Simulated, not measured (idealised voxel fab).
process module | voxel air gaps
cross-section cut | 245 nm wide | cells 5 nm
A cross-section is a grid of square cells, given in bands from the top down. A band is one or more rows of cells.
Each band's line starts with the height of the band's top and of its bottom, in nm. Then come its materials from left to right, each with its width in nm. One material with "throughout" fills the band from edge to edge. "air" is empty space.
Height 0 is the level under which the wafer as received is all one material. The lowest band goes on downwards, as in "0 down".
A width such as "30 to 40" changes by the same amount from each row of cells to the next, from the band's top row to its bottom row.
"no change" after a step means that no cell of the cross-section changed.
closed voids: empty space of 8 cells or more with no open way to the top, each as width x height at its distance from the left edge, in nm
after a step's settings: what the simulator itself notes on the step
overlay nm, on a step with a mask: how far to the right of its planned place the mask lay; to the left if negative
plan
1 op RECEIVE | material Si
2 op CONFORMAL_DEP | material SiO2 | thk nm 10
3 op CONFORMAL_DEP | material SiCN | thk nm 5
4 op DIRECTIONAL_DEP | material SiO2 | thk nm 40
5 op MASKED_ETCH | tone open | mask id LINES | width nm 25 | pitch nm 50 | etch materials SiO2 | depth nm 40 | overlay nm 0
6 op CONFORMAL_DEP | material TiN | thk nm 5
7 op FILL_DEP | material W | thk nm 5
8 op CMP | height nm 55
9 op EPI | material Ru | thk nm 10
10 op SELECTIVE_ETCH | etch materials SiO2 | depth nm 50
11 op CONFORMAL_DEP | material SiCN | thk nm 5
first wafer, as planned
as received, after step 1
  0 down: Si throughout
  closed voids: none
after step 2
  10 to 0: SiO2 throughout
  below 0: unchanged
after step 3
  15 to 10: SiCN throughout
  below 10: unchanged
after step 4
  55 to 15: SiO2 throughout
  below 15: unchanged
after step 5
  55 to 15: SiO2 60 | air 25 | SiO2 25 | air 25 | SiO2 25 | air 25 | SiO2 60
  below 15: unchanged
after step 6
  60 to 55: TiN 65 | air 15 | TiN 35 | air 15 | TiN 35 | air 15 | TiN 65
  55 to 20: SiO2 60 | TiN 5 | air 15 | TiN 5 | SiO2 25 | TiN 5 | air 15 | TiN 5 | SiO2 25 | TiN 5 | air 15 | TiN 5 | SiO2 60
  20 to 15: SiO2 60 | TiN 25 | SiO2 25 | TiN 25 | SiO2 25 | TiN 25 | SiO2 60
  below 15: unchanged
after step 7
  65 to 60: W throughout
  60 to 55: TiN 65 | W 15 | TiN 35 | W 15 | TiN 35 | W 15 | TiN 65
  55 to 20: SiO2 60 | TiN 5 | W 15 | TiN 5 | SiO2 25 | TiN 5 | W 15 | TiN 5 | SiO2 25 | TiN 5 | W 15 | TiN 5 | SiO2 60
  below 20: unchanged
after step 8
  55 to 20: SiO2 60 | TiN 5 | W 15 | TiN 5 | SiO2 25 | TiN 5 | W 15 | TiN 5 | SiO2 25 | TiN 5 | W 15 | TiN 5 | SiO2 60
  below 20: unchanged
after step 9
  65 to 55: air 50 | Ru 45 | air 5 | Ru 45 | air 5 | Ru 45 | air 50
  below 55: unchanged
after step 10
  65 to 55: air 50 | Ru 45 | air 5 | Ru 45 | air 5 | Ru 45 | air 50
  55 to 20: air 60 | TiN 5 | W 15 | TiN 5 | air 25 | TiN 5 | W 15 | TiN 5 | air 25 | TiN 5 | W 15 | TiN 5 | air 60
  20 to 15: air 60 | TiN 25 | air 25 | TiN 25 | air 25 | TiN 25 | air 60
  below 15: unchanged
after step 11
  70 to 65: air 45 | SiCN 155 | air 45
  65 to 55: air 45 | SiCN 5 | Ru 45 | SiCN 5 | Ru 45 | SiCN 5 | Ru 45 | SiCN 5 | air 45
  55 to 50: air 45 | SiCN 15 | TiN 5 | W 15 | TiN 5 | SiCN 25 | TiN 5 | W 15 | TiN 5 | SiCN 25 | TiN 5 | W 15 | TiN 5 | SiCN 15 | air 45
  50 to 20: air 55 | SiCN 5 | TiN 5 | W 15 | TiN 5 | SiCN 5 | air 15 | SiCN 5 | TiN 5 | W 15 | TiN 5 | SiCN 5 | air 15 | SiCN 5 | TiN 5 | W 15 | TiN 5 | SiCN 5 | air 55
  20 to 15: SiCN 60 | TiN 25 | SiCN 25 | TiN 25 | SiCN 25 | TiN 25 | SiCN 60
  below 15: unchanged
  closed voids: 15 x 30 at 90; 15 x 30 at 140
second wafer: like start, like plan, one mistake. Through step 8 it matches the first wafer
when step 9 should have ended
  60 to 55: air 55 | Ru 35 | air 15 | Ru 35 | air 15 | Ru 35 | air 55
  below 55: unchanged
when step 10 should have ended
  60 to 55: air 55 | Ru 35 | air 15 | Ru 35 | air 15 | Ru 35 | air 55
  55 to 20: air 60 | TiN 5 | W 15 | TiN 5 | air 25 | TiN 5 | W 15 | TiN 5 | air 25 | TiN 5 | W 15 | TiN 5 | air 60
  20 to 15: air 60 | TiN 25 | air 25 | TiN 25 | air 25 | TiN 25 | air 60
  below 15: unchanged
when step 11 should have ended
  65 to 60: air 50 | SiCN 45 | air 5 | SiCN 45 | air 5 | SiCN 45 | air 50
  60 to 55: air 50 | SiCN 5 | Ru 35 | SiCN 5 | air 5 | SiCN 5 | Ru 35 | SiCN 5 | air 5 | SiCN 5 | Ru 35 | SiCN 5 | air 50
  55 to 50: air 50 | SiCN 10 | TiN 5 | W 15 | TiN 5 | SiCN 10 | air 5 | SiCN 10 | TiN 5 | W 15 | TiN 5 | SiCN 10 | air 5 | SiCN 10 | TiN 5 | W 15 | TiN 5 | SiCN 10 | air 50
  50 to 20: air 55 | SiCN 5 | TiN 5 | W 15 | TiN 5 | SiCN 5 | air 15 | SiCN 5 | TiN 5 | W 15 | TiN 5 | SiCN 5 | air 15 | SiCN 5 | TiN 5 | W 15 | TiN 5 | SiCN 5 | air 55
  20 to 15: SiCN 60 | TiN 25 | SiCN 25 | TiN 25 | SiCN 25 | TiN 25 | SiCN 60
  below 15: unchanged
what went wrong: step 9 ran as: op EPI | material Ru | thk nm 5
at the end the second wafer has, in cells: 33 fewer of Ru | 10 fewer of SiCN
closed voids at the end (first wafer, second wafer): 2, 0
